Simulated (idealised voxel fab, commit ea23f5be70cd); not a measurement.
A process module follows: voxel self aligned vias.
We display cut, a cross-section 235 nm in width whose square cells are each 5 nm.
Cross-section spec: square-cell grid; bands listed top down; each band is one or more rows. Each band's line starts with the height of the band's top and of its bottom, in nm. Then come its materials from left to right, each with its width in nm. One material with "full width" fills the band from edge to edge. "empty" is empty space. Basically, 0 is our baseline, since under it the wafer straight out of the box is all one material. The bottom band has no lower end and keeps on going down, so it looks like "0 down". Quick explanation for "30->40": the width changes in equal steps down the rows of cells, from the first number in the band's top row to the second number in its bottom row. Step marked "remains unaltered"? Then no cell in the cross-section changed in it. "Closed void list": sealed empty spaces, 8 cells or more, no open way to top, listed width x height at distance, with distance from the left edge and width, height and distance in nm. On a step's line, text after the settings is the simulator commenting on that step. overlay nm: where the mask lay relative to plan, measured to the right, on steps with a mask; negatives go left.
[These are the steps we planned for the process]
- 1: RECEIVE,material Si
- 2: CONFORMAL_DEP,material SiO2,thk nm 15
- 3: CONFORMAL_DEP,material SiCN,thk nm 5
- 4: DIRECTIONAL_DEP,material SiO2,thk nm 30
- 5: MASKED_ETCH,tone open,mask id LINES,width nm 30,pitch nm 65,etch materials SiO2,depth nm 30,overlay nm 0
- 6: CONFORMAL_DEP,material TiN,thk nm 5
- 7: FILL_DEP,material Ru,thk nm 10
- 8: CMP,height nm 50
- 9: SELECTIVE_ETCH,etch materials W Ru TiN,depth nm 5
- 10: FILL_DEP,material SiN,thk nm 5
- 11: CMP,height nm 50
- 12: DIRECTIONAL_DEP,material SiO2,thk nm 20
- 13: DIRECTIONAL_DEP,material aC,thk nm 10
- 14: PATTERN,tone open,mask id VIAS,material resist,width nm 40,pitch nm 65,thk nm 25,overlay nm 0
- 15: DIRECTIONAL_ETCH,etch materials aC,depth nm 10
- 16: STRIP,etch materials resist
- 17: DIRECTIONAL_ETCH,etch materials SiO2,depth nm 20
- 18: DIRECTIONAL_ETCH,etch materials SiN,depth nm 5
- 19: STRIP,etch materials aC
- 20: CONFORMAL_DEP,material TiN,thk nm 5
- 21: FILL_DEP,material W,thk nm 5
- 22: CMP,height nm 70
- 23: CONFORMAL_DEP,material SiN,thk nm 5
[First of two wafers - as planned]
[Wafer as received: cross-section following step 1]
  0 down = Si full width
  Closed void list: none
[So this is the wafer cross-section right after step 2]
  15 to 0 = SiO2 full width
  At heights below 0, the structure remains unaltered.
[So this is the wafer cross-section right after step 3]
  20 to 15 = SiCN full width
  At heights below 15, the structure remains unaltered.
[So this is the wafer cross-section right after step 4]
  50 to 20 = SiO2 full width
  At heights below 20, the structure remains unaltered.
[So this is the wafer cross-section right after step 5]
  50 to 20 = 70 of SiO2  30 of empty  35 of SiO2  30 of empty  70 of SiO2
  At heights below 20, the structure remains unaltered.
[So this is the wafer cross-section right after step 6]
  55 to 50 = 75 of TiN  20 of empty  45 of TiN  20 of empty  75 of TiN
  50 to 25 = 70 of SiO2  5 of TiN  20 of empty  5 of TiN  35 of SiO2  5 of TiN  20 of empty  5 of TiN  70 of SiO2
  25 to 20 = 70 of SiO2  30 of TiN  35 of SiO2  30 of TiN  70 of SiO2
  At heights below 20, the structure remains unaltered.
[So this is the wafer cross-section right after step 7]
  65 to 55 = Ru full width
  55 to 50 = 75 of TiN  20 of Ru  45 of TiN  20 of Ru  75 of TiN
  50 to 25 = 70 of SiO2  5 of TiN  20 of Ru  5 of TiN  35 of SiO2  5 of TiN  20 of Ru  5 of TiN  70 of SiO2
  At heights below 25, the structure remains unaltered.
[So this is the wafer cross-section right after step 8]
  50 to 25 = 70 of SiO2  5 of TiN  20 of Ru  5 of TiN  35 of SiO2  5 of TiN  20 of Ru  5 of TiN  70 of SiO2
  At heights below 25, the structure remains unaltered.
[So this is the wafer cross-section right after step 9]
  50 to 45 = 70 of SiO2  30 of empty  35 of SiO2  30 of empty  70 of SiO2
  At heights below 45, the structure remains unaltered.
[So this is the wafer cross-section right after step 10]
  55 to 50 = SiN full width
  50 to 45 = 70 of SiO2  30 of SiN  35 of SiO2  30 of SiN  70 of SiO2
  At heights below 45, the structure remains unaltered.
[So this is the wafer cross-section right after step 11]
  50 to 45 = 70 of SiO2  30 of SiN  35 of SiO2  30 of SiN  70 of SiO2
  At heights below 45, the structure remains unaltered.
[So this is the wafer cross-section right after step 12]
  70 to 50 = SiO2 full width
  At heights below 50, the structure remains unaltered.
[So this is the wafer cross-section right after step 13]
  80 to 70 = aC full width
  At heights below 70, the structure remains unaltered.
[So this is the wafer cross-section right after step 14]
  105 to 80 = 65 of resist  40 of empty  25 of resist  40 of empty  65 of resist
  At heights below 80, the structure remains unaltered.
[So this is the wafer cross-section right after step 15]
  95 to 80 = 65 of resist  40 of empty  25 of resist  40 of empty  65 of resist
  80 to 70 = 65 of aC  40 of empty  25 of aC  40 of empty  65 of aC
  At heights below 70, the structure remains unaltered.
[So this is the wafer cross-section right after step 16]
  80 to 70 = 65 of aC  40 of empty  25 of aC  40 of empty  65 of aC
  At heights below 70, the structure remains unaltered.
[So this is the wafer cross-section right after step 17]
  80 to 70 = 65 of aC  40 of empty  25 of aC  40 of empty  65 of aC
  70 to 50 = 65 of SiO2  40 of empty  25 of SiO2  40 of empty  65 of SiO2
  At heights below 50, the structure remains unaltered.
[So this is the wafer cross-section right after step 18]
  80 to 70 = 65 of aC  40 of empty  25 of aC  40 of empty  65 of aC
  70 to 50 = 65 of SiO2  40 of empty  25 of SiO2  40 of empty  65 of SiO2
  50 to 45 = 70 of SiO2  30 of empty  35 of SiO2  30 of empty  70 of SiO2
  At heights below 45, the structure remains unaltered.
[So this is the wafer cross-section right after step 19]
  70 to 50 = 65 of SiO2  40 of empty  25 of SiO2  40 of empty  65 of SiO2
  At heights below 50, the structure remains unaltered.
[So this is the wafer cross-section right after step 20]
  75 to 70 = 70 of TiN  30 of empty  35 of TiN  30 of empty  70 of TiN
  70 to 55 = 65 of SiO2  5 of TiN  30 of empty  5 of TiN  25 of SiO2  5 of TiN  30 of empty  5 of TiN  65 of SiO2
  55 to 50 = 65 of SiO2  10 of TiN  20 of empty  10 of TiN  25 of SiO2  10 of TiN  20 of empty  10 of TiN  65 of SiO2
  50 to 45 = 70 of SiO2  30 of TiN  35 of SiO2  30 of TiN  70 of SiO2
  At heights below 45, the structure remains unaltered.
[So this is the wafer cross-section right after step 21]
  80 to 75 = W full width
  75 to 70 = 70 of TiN  30 of W  35 of TiN  30 of W  70 of TiN
  70 to 55 = 65 of SiO2  5 of TiN  30 of W  5 of TiN  25 of SiO2  5 of TiN  30 of W  5 of TiN  65 of SiO2
  55 to 50 = 65 of SiO2  10 of TiN  20 of W  10 of TiN  25 of SiO2  10 of TiN  20 of W  10 of TiN  65 of SiO2
  At heights below 50, the structure remains unaltered.
[So this is the wafer cross-section right after step 22]
  70 to 55 = 65 of SiO2  5 of TiN  30 of W  5 of TiN  25 of SiO2  5 of TiN  30 of W  5 of TiN  65 of SiO2
  At heights below 55, the structure remains unaltered.
[So this is the wafer cross-section right after step 23]
  75 to 70 = SiN full width
  At heights below 70, the structure remains unaltered.
[Second Wafer (Identical Start and Plan, One Processing Error; Matches First Wafer Through Step 11)]
[Second wafer: cross-section at the scheduled end of step 12]
  70 to 50 = TiN full width
  At heights below 50, the structure remains unaltered.
[Second wafer: cross-section at the scheduled end of step 13]
  80 to 70 = aC full width
  At heights below 70, the structure remains unaltered.
[Second wafer: cross-section at the scheduled end of step 14]
  105 to 80 = 65 of resist  40 of empty  25 of resist  40 of empty  65 of resist
  At heights below 80, the structure remains unaltered.
[Second wafer: cross-section at the scheduled end of step 15]
  95 to 80 = 65 of resist  40 of empty  25 of resist  40 of empty  65 of resist
  80 to 70 = 65 of aC  40 of empty  25 of aC  40 of empty  65 of aC
  At heights below 70, the structure remains unaltered.
[Second wafer: cross-section at the scheduled end of step 16]
  80 to 70 = 65 of aC  40 of empty  25 of aC  40 of empty  65 of aC
  At heights below 70, the structure remains unaltered.
Second wafer: cross-section at the scheduled end of step 17: remains unaltered
Second wafer: cross-section at the scheduled end of step 18: remains unaltered
[Second wafer: cross-section at the scheduled end of step 19]
  70 to 50 = TiN full width
  At heights below 50, the structure remains unaltered.
[Second wafer: cross-section at the scheduled end of step 20]
  75 to 50 = TiN full width
  At heights below 50, the structure remains unaltered.
[Second wafer: cross-section at the scheduled end of step 21]
  80 to 75 = W full width
  At heights below 75, the structure remains unaltered.
[Second wafer: cross-section at the scheduled end of step 22]
  70 to 50 = TiN full width
  At heights below 50, the structure remains unaltered.
[Second wafer: cross-section at the scheduled end of step 23]
  75 to 70 = SiN full width
  At heights below 70, the structure remains unaltered.
Deviation from plan: off-plan run, step 12, actual operation and settings DIRECTIONAL_DEP,material TiN,thk nm 20
Count the cells at the end and the second wafer has more or fewer of some materials than the first: SiN: 12 more | SiO2: 124 fewer | TiN: 156 more | W: 44 fewer
